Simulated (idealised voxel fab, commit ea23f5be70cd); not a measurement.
Process module in this document: voxel self aligned contacts
cross-section cut | 170 nm wide | cells 5 nm
If you're reading a cross-section in this doc, picture square cells in a grid; it comes to you as bands, top ones listed first down to the bottom, and a band can be one or more rows of cells. Top, bottom (nm), then materials left to right with widths (nm); lone material tagged "full width" fills the whole band edge to edge; "air" = empty space. Heights are expressed relative to 0, this being the level below which the as-received wafer comprises one material exclusively. The lowest band is unbounded in the downward direction and is denoted as in "0..down". A width such as "30->40" changes by the same amount from each row of cells to the next, from the band's top row to its bottom row. What does "no modification" mean for a step? It means no cell of the cross-section changed in that step. "Closed void catalog" contains a list of empty spaces, each no smaller than 8 cells and without an open way to the top, written in the form width x height at distance with the distance from the left edge and all three in nm. It should be noted that, on the line of a given step, the content following the step's settings is a remark produced by the simulator itself with respect to that step. Steps that use a mask can have "overlay nm" on their line. It says how far the mask sat to the right of where it was meant to be. Negative means to the left.
Here's what the planned process steps look like
1,RECEIVE, material Si
2,OXIDIZE, depth nm 5
3,DIRECTIONAL_DEP, material polySi, thk nm 20
4,DIRECTIONAL_DEP, material SiN, thk nm 25
5,DIRECTIONAL_DEP, material aC, thk nm 15
6,PATTERN, tone cover, mask id GATE, material resist, width nm 35, pitch nm 70, thk nm 30, overlay nm 0
7,DIRECTIONAL_ETCH, etch materials aC, depth nm 15
8,STRIP, etch materials resist
9,DIRECTIONAL_ETCH, etch materials SiN, depth nm 25
10,DIRECTIONAL_ETCH, etch materials polySi, depth nm 20
11,STRIP, etch materials aC
12,CONFORMAL_DEP, material SiN, thk nm 10
13,DIRECTIONAL_ETCH, etch materials SiN, depth nm 10
14,FILL_DEP, material SiO2, thk nm 15
15,CMP, height nm 50
16,PATTERN, tone open, mask id CONTACT, material resist, width nm 55, thk nm 20, overlay nm 0
17,DIRECTIONAL_ETCH, etch materials SiO2, depth nm 55
18,STRIP, etch materials resist
19,CONFORMAL_DEP, material TiN, thk nm 5
20,FILL_DEP, material Ru, thk nm 5
21,CMP, height nm 50
22,CONFORMAL_DEP, material SiCN, thk nm 5
What follows covers the first of two wafers; it ran as planned
As received (post step 1): cross-section
* 0..down = Si full width
* Closed void catalog: none
Once step 2 is through, the wafer looks like this in cross-section
* 0..-5 = SiO2 full width
* Under -5: no change, same as before.
Once step 3 is through, the wafer looks like this in cross-section
* 20..0 = polySi full width
* Under 0: no change, same as before.
Once step 4 is through, the wafer looks like this in cross-section
* 45..20 = SiN full width
* Under 20: no change, same as before.
Once step 5 is through, the wafer looks like this in cross-section
* 60..45 = aC full width
* Under 45: no change, same as before.
Once step 6 is through, the wafer looks like this in cross-section
* 90..60 = air=30 | resist=35 | air=35 | resist=35 | air=35
* Under 60: no change, same as before.
Once step 7 is through, the wafer looks like this in cross-section
* 75..60 = air=30 | resist=35 | air=35 | resist=35 | air=35
* 60..45 = air=30 | aC=35 | air=35 | aC=35 | air=35
* Under 45: no change, same as before.
Once step 8 is through, the wafer looks like this in cross-section
* 60..45 = air=30 | aC=35 | air=35 | aC=35 | air=35
* Under 45: no change, same as before.
Once step 9 is through, the wafer looks like this in cross-section
* 60..45 = air=30 | aC=35 | air=35 | aC=35 | air=35
* 45..20 = air=30 | SiN=35 | air=35 | SiN=35 | air=35
* Under 20: no change, same as before.
Once step 10 is through, the wafer looks like this in cross-section
* 60..45 = air=30 | aC=35 | air=35 | aC=35 | air=35
* 45..20 = air=30 | SiN=35 | air=35 | SiN=35 | air=35
* 20..0 = air=30 | polySi=35 | air=35 | polySi=35 | air=35
* Under 0: no change, same as before.
Once step 11 is through, the wafer looks like this in cross-section
* 45..20 = air=30 | SiN=35 | air=35 | SiN=35 | air=35
* Under 20: no change, same as before.
Once step 12 is through, the wafer looks like this in cross-section
* 55..20 = air=20 | SiN=55 | air=15 | SiN=55 | air=25
* 20..10 = air=20 | SiN=10 | polySi=35 | SiN=10 | air=15 | SiN=10 | polySi=35 | SiN=10 | air=25
* 10..0 = SiN=30 | polySi=35 | SiN=35 | polySi=35 | SiN=35
* Under 0: no change, same as before.
Once step 13 is through, the wafer looks like this in cross-section
* 45..20 = air=20 | SiN=55 | air=15 | SiN=55 | air=25
* 20..0 = air=20 | SiN=10 | polySi=35 | SiN=10 | air=15 | SiN=10 | polySi=35 | SiN=10 | air=25
* Under 0: no change, same as before.
Once step 14 is through, the wafer looks like this in cross-section
* 60..45 = SiO2 full width
* 45..20 = SiO2=20 | SiN=55 | SiO2=15 | SiN=55 | SiO2=25
* 20..0 = SiO2=20 | SiN=10 | polySi=35 | SiN=10 | SiO2=15 | SiN=10 | polySi=35 | SiN=10 | SiO2=25
* Under 0: no change, same as before.
Once step 15 is through, the wafer looks like this in cross-section
* 50..45 = SiO2 full width
* Under 45: no change, same as before.
Once step 16 is through, the wafer looks like this in cross-section
* 70..50 = resist=55 | air=55 | resist=60
* Under 50: no change, same as before.
Once step 17 is through, the wafer looks like this in cross-section
* 70..50 = resist=55 | air=55 | resist=60
* 50..45 = SiO2=55 | air=55 | SiO2=60
* 45..20 = SiO2=20 | SiN=55 | air=15 | SiN=55 | SiO2=25
* 20..0 = SiO2=20 | SiN=10 | polySi=35 | SiN=10 | air=15 | SiN=10 | polySi=35 | SiN=10 | SiO2=25
* 0..-5 = SiO2=75 | air=15 | SiO2=80
* Under -5: no change, same as before.
Once step 18 is through, the wafer looks like this in cross-section
* 50..45 = SiO2=55 | air=55 | SiO2=60
* Under 45: no change, same as before.
Once step 19 is through, the wafer looks like this in cross-section
* 55..50 = TiN=60 | air=45 | TiN=65
* 50..45 = SiO2=55 | TiN=25 | air=5 | TiN=25 | SiO2=60
* 45..20 = SiO2=20 | SiN=55 | TiN=5 | air=5 | TiN=5 | SiN=55 | SiO2=25
* 20..0 = SiO2=20 | SiN=10 | polySi=35 | SiN=10 | TiN=5 | air=5 | TiN=5 | SiN=10 | polySi=35 | SiN=10 | SiO2=25
* 0..-5 = SiO2=75 | TiN=15 | SiO2=80
* Under -5: no change, same as before.
Once step 20 is through, the wafer looks like this in cross-section
* 60..55 = Ru full width
* 55..50 = TiN=60 | Ru=45 | TiN=65
* 50..45 = SiO2=55 | TiN=25 | Ru=5 | TiN=25 | SiO2=60
* 45..20 = SiO2=20 | SiN=55 | TiN=5 | Ru=5 | TiN=5 | SiN=55 | SiO2=25
* 20..0 = SiO2=20 | SiN=10 | polySi=35 | SiN=10 | TiN=5 | Ru=5 | TiN=5 | SiN=10 | polySi=35 | SiN=10 | SiO2=25
* Under 0: no change, same as before.
Once step 21 is through, the wafer looks like this in cross-section
* 50..45 = SiO2=55 | TiN=25 | Ru=5 | TiN=25 | SiO2=60
* Under 45: no change, same as before.
Once step 22 is through, the wafer looks like this in cross-section
* 55..50 = SiCN full width
* Under 50: no change, same as before.
Here the second wafer is described. Its start and its plan were those of the first wafer. Its run contained one mistake. Up to and including step 15, it did exactly what the first wafer did
When step 16 should have ended
* 70..50 = resist=60 | air=55 | resist=55
* Under 50: no change, same as before.
When step 17 should have ended
* 70..50 = resist=60 | air=55 | resist=55
* 50..45 = SiO2=60 | air=55 | SiO2=55
* 45..20 = SiO2=20 | SiN=55 | air=15 | SiN=55 | SiO2=25
* 20..0 = SiO2=20 | SiN=10 | polySi=35 | SiN=10 | air=15 | SiN=10 | polySi=35 | SiN=10 | SiO2=25
* 0..-5 = SiO2=75 | air=15 | SiO2=80
* Under -5: no change, same as before.
When step 18 should have ended
* 50..45 = SiO2=60 | air=55 | SiO2=55
* Under 45: no change, same as before.
When step 19 should have ended
* 55..50 = TiN=65 | air=45 | TiN=60
* 50..45 = SiO2=60 | TiN=20 | air=5 | TiN=30 | SiO2=55
* 45..20 = SiO2=20 | SiN=55 | TiN=5 | air=5 | TiN=5 | SiN=55 | SiO2=25
* 20..0 = SiO2=20 | SiN=10 | polySi=35 | SiN=10 | TiN=5 | air=5 | TiN=5 | SiN=10 | polySi=35 | SiN=10 | SiO2=25
* 0..-5 = SiO2=75 | TiN=15 | SiO2=80
* Under -5: no change, same as before.
When step 20 should have ended
* 60..55 = Ru full width
* 55..50 = TiN=65 | Ru=45 | TiN=60
* 50..45 = SiO2=60 | TiN=20 | Ru=5 | TiN=30 | SiO2=55
* 45..20 = SiO2=20 | SiN=55 | TiN=5 | Ru=5 | TiN=5 | SiN=55 | SiO2=25
* 20..0 = SiO2=20 | SiN=10 | polySi=35 | SiN=10 | TiN=5 | Ru=5 | TiN=5 | SiN=10 | polySi=35 | SiN=10 | SiO2=25
* Under 0: no change, same as before.
When step 21 should have ended
* 50..45 = SiO2=60 | TiN=20 | Ru=5 | TiN=30 | SiO2=55
* Under 45: no change, same as before.
When step 22 should have ended
* 55..50 = SiCN full width
* Under 50: no change, same as before.
What broke from the plan during processing? step 16 went in with a setting other than planned; the actual run was PATTERN, tone open, mask id CONTACT, material resist, width nm 55, thk nm 20, overlay nm 5
By the end, you'd get the same cell count for each material on either wafer, but the second wafer puts them somewhere else.
